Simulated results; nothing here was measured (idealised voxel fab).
process module | voxel wiring stack
cross-section cut | 175 nm wide | cells 5 nm
A cross-section is a grid of square cells, given in bands from the top down. A band is one or more rows of cells.
Each band's line starts with the height of the band's top and of its bottom, in nm. Then come its materials from left to right, each with its width in nm. One material with "throughout" fills the band from edge to edge. "air" is empty space.
Height 0 is the level under which the wafer as received is all one material. The lowest band goes on downwards, as in "0 down".
A width such as "30 to 40" changes by the same amount from each row of cells to the next, from the band's top row to its bottom row.
"no change" after a step means that no cell of the cross-section changed.
closed voids: empty space of 8 cells or more with no open way to the top, each as width x height at its distance from the left edge, in nm
after a step's settings: what the simulator itself notes on the step
overlay nm, on a step with a mask: how far to the right of its planned place the mask lay; to the left if negative
plan
1 op RECEIVE | material Si
2 op CONFORMAL_DEP | material SiO2 | thk nm 10
3 op DIRECTIONAL_DEP | material TiN | thk nm 5
4 op DIRECTIONAL_DEP | material W | thk nm 15
5 op PATTERN | tone cover | mask id METAL_1 | material resist | width nm 30 | pitch nm 55 | thk nm 15 | overlay nm 0
6 op DIRECTIONAL_ETCH | etch materials W | depth nm 15
7 op DIRECTIONAL_ETCH | etch materials TiN | depth nm 5
8 op STRIP | etch materials resist
9 op FILL_DEP | material lowk | thk nm 5
10 op CMP | height nm 30
11 op CONFORMAL_DEP | material SiCN | thk nm 5
12 op DIRECTIONAL_DEP | material SiO2 | thk nm 35
13 op PATTERN | tone open | mask id METAL_2 | material resist | width nm 30 | pitch nm 55 | thk nm 20 | overlay nm 0
14 op DIRECTIONAL_ETCH | etch materials SiO2 | depth nm 20
15 op STRIP | etch materials resist
16 op PATTERN | tone open | mask id METAL_2_HOLES | material resist | width nm 15 | pitch nm 55 | thk nm 20 | overlay nm 0
17 op DIRECTIONAL_ETCH | etch materials SiO2 | depth nm 15
18 op DIRECTIONAL_ETCH | etch materials SiCN | depth nm 5
19 op STRIP | etch materials resist
20 op CONFORMAL_DEP | material TiN | thk nm 5
21 op FILL_DEP | material Cu | thk nm 5
22 op CMP | height nm 70
23 op CONFORMAL_DEP | material SiCN | thk nm 5
first wafer, as planned
as received, after step 1
  0 down: Si throughout
  closed voids: none
after step 2
  10 to 0: SiO2 throughout
  below 0: unchanged
after step 3
  15 to 10: TiN throughout
  below 10: unchanged
after step 4
  30 to 15: W throughout
  below 15: unchanged
after step 5
  45 to 30: air 15 | resist 30 | air 25 | resist 30 | air 25 | resist 30 | air 20
  below 30: unchanged
after step 6
  45 to 30: air 15 | resist 30 | air 25 | resist 30 | air 25 | resist 30 | air 20
  30 to 15: air 15 | W 30 | air 25 | W 30 | air 25 | W 30 | air 20
  below 15: unchanged
after step 7
  45 to 30: air 15 | resist 30 | air 25 | resist 30 | air 25 | resist 30 | air 20
  30 to 15: air 15 | W 30 | air 25 | W 30 | air 25 | W 30 | air 20
  15 to 10: air 15 | TiN 30 | air 25 | TiN 30 | air 25 | TiN 30 | air 20
  below 10: unchanged
after step 8
  30 to 15: air 15 | W 30 | air 25 | W 30 | air 25 | W 30 | air 20
  below 15: unchanged
after step 9
  35 to 30: lowk throughout
  30 to 15: lowk 15 | W 30 | lowk 25 | W 30 | lowk 25 | W 30 | lowk 20
  15 to 10: lowk 15 | TiN 30 | lowk 25 | TiN 30 | lowk 25 | TiN 30 | lowk 20
  below 10: unchanged
after step 10
  30 to 15: lowk 15 | W 30 | lowk 25 | W 30 | lowk 25 | W 30 | lowk 20
  below 15: unchanged
after step 11
  35 to 30: SiCN throughout
  below 30: unchanged
after step 12
  70 to 35: SiO2 throughout
  below 35: unchanged
after step 13
  90 to 70: resist 15 | air 30 | resist 25 | air 30 | resist 25 | air 30 | resist 20
  below 70: unchanged
after step 14
  90 to 70: resist 15 | air 30 | resist 25 | air 30 | resist 25 | air 30 | resist 20
  70 to 50: SiO2 15 | air 30 | SiO2 25 | air 30 | SiO2 25 | air 30 | SiO2 20
  below 50: unchanged
after step 15
  70 to 50: SiO2 15 | air 30 | SiO2 25 | air 30 | SiO2 25 | air 30 | SiO2 20
  below 50: unchanged
after step 16
  90 to 70: resist 15 | air 15 | resist 40 | air 15 | resist 40 | air 15 | resist 35
  70 to 50: SiO2 15 | air 15 | resist 15 | SiO2 25 | air 15 | resist 15 | SiO2 25 | air 15 | resist 15 | SiO2 20
  below 50: unchanged
after step 17
  90 to 70: resist 15 | air 15 | resist 40 | air 15 | resist 40 | air 15 | resist 35
  70 to 50: SiO2 15 | air 15 | resist 15 | SiO2 25 | air 15 | resist 15 | SiO2 25 | air 15 | resist 15 | SiO2 20
  50 to 35: SiO2 15 | air 15 | SiO2 40 | air 15 | SiO2 40 | air 15 | SiO2 35
  below 35: unchanged
after step 18
  90 to 70: resist 15 | air 15 | resist 40 | air 15 | resist 40 | air 15 | resist 35
  70 to 50: SiO2 15 | air 15 | resist 15 | SiO2 25 | air 15 | resist 15 | SiO2 25 | air 15 | resist 15 | SiO2 20
  50 to 35: SiO2 15 | air 15 | SiO2 40 | air 15 | SiO2 40 | air 15 | SiO2 35
  35 to 30: SiCN 15 | air 15 | SiCN 40 | air 15 | SiCN 40 | air 15 | SiCN 35
  below 30: unchanged
after step 19
  70 to 50: SiO2 15 | air 30 | SiO2 25 | air 30 | SiO2 25 | air 30 | SiO2 20
  below 50: unchanged
after step 20
  75 to 70: TiN 20 | air 20 | TiN 35 | air 20 | TiN 35 | air 20 | TiN 25
  70 to 55: SiO2 15 | TiN 5 | air 20 | TiN 5 | SiO2 25 | TiN 5 | air 20 | TiN 5 | SiO2 25 | TiN 5 | air 20 | TiN 5 | SiO2 20
  55 to 50: SiO2 15 | TiN 5 | air 5 | TiN 20 | SiO2 25 | TiN 5 | air 5 | TiN 20 | SiO2 25 | TiN 5 | air 5 | TiN 20 | SiO2 20
  50 to 35: SiO2 15 | TiN 5 | air 5 | TiN 5 | SiO2 40 | TiN 5 | air 5 | TiN 5 | SiO2 40 | TiN 5 | air 5 | TiN 5 | SiO2 35
  35 to 30: SiCN 15 | TiN 15 | SiCN 40 | TiN 15 | SiCN 40 | TiN 15 | SiCN 35
  below 30: unchanged
after step 21
  80 to 75: Cu throughout
  75 to 70: TiN 20 | Cu 20 | TiN 35 | Cu 20 | TiN 35 | Cu 20 | TiN 25
  70 to 55: SiO2 15 | TiN 5 | Cu 20 | TiN 5 | SiO2 25 | TiN 5 | Cu 20 | TiN 5 | SiO2 25 | TiN 5 | Cu 20 | TiN 5 | SiO2 20
  55 to 50: SiO2 15 | TiN 5 | Cu 5 | TiN 20 | SiO2 25 | TiN 5 | Cu 5 | TiN 20 | SiO2 25 | TiN 5 | Cu 5 | TiN 20 | SiO2 20
  50 to 35: SiO2 15 | TiN 5 | Cu 5 | TiN 5 | SiO2 40 | TiN 5 | Cu 5 | TiN 5 | SiO2 40 | TiN 5 | Cu 5 | TiN 5 | SiO2 35
  below 35: unchanged
after step 22
  70 to 55: SiO2 15 | TiN 5 | Cu 20 | TiN 5 | SiO2 25 | TiN 5 | Cu 20 | TiN 5 | SiO2 25 | TiN 5 | Cu 20 | TiN 5 | SiO2 20
  below 55: unchanged
after step 23
  75 to 70: SiCN throughout
  below 70: unchanged
second wafer: like start, like plan, one mistake. Through step 20 it matches the first wafer
when step 21 should have ended
  80 to 75: lowk throughout
  75 to 70: TiN 20 | lowk 20 | TiN 35 | lowk 20 | TiN 35 | lowk 20 | TiN 25
  70 to 55: SiO2 15 | TiN 5 | lowk 20 | TiN 5 | SiO2 25 | TiN 5 | lowk 20 | TiN 5 | SiO2 25 | TiN 5 | lowk 20 | TiN 5 | SiO2 20
  55 to 50: SiO2 15 | TiN 5 | lowk 5 | TiN 20 | SiO2 25 | TiN 5 | lowk 5 | TiN 20 | SiO2 25 | TiN 5 | lowk 5 | TiN 20 | SiO2 20
  50 to 35: SiO2 15 | TiN 5 | lowk 5 | TiN 5 | SiO2 40 | TiN 5 | lowk 5 | TiN 5 | SiO2 40 | TiN 5 | lowk 5 | TiN 5 | SiO2 35
  below 35: unchanged
when step 22 should have ended
  70 to 55: SiO2 15 | TiN 5 | lowk 20 | TiN 5 | SiO2 25 | TiN 5 | lowk 20 | TiN 5 | SiO2 25 | TiN 5 | lowk 20 | TiN 5 | SiO2 20
  below 55: unchanged
when step 23 should have ended
  75 to 70: SiCN throughout
  below 70: unchanged
what went wrong: step 21 ran as: op FILL_DEP | material lowk | thk nm 5
at the end the second wafer has, in cells: 48 fewer of Cu | 48 more of lowk
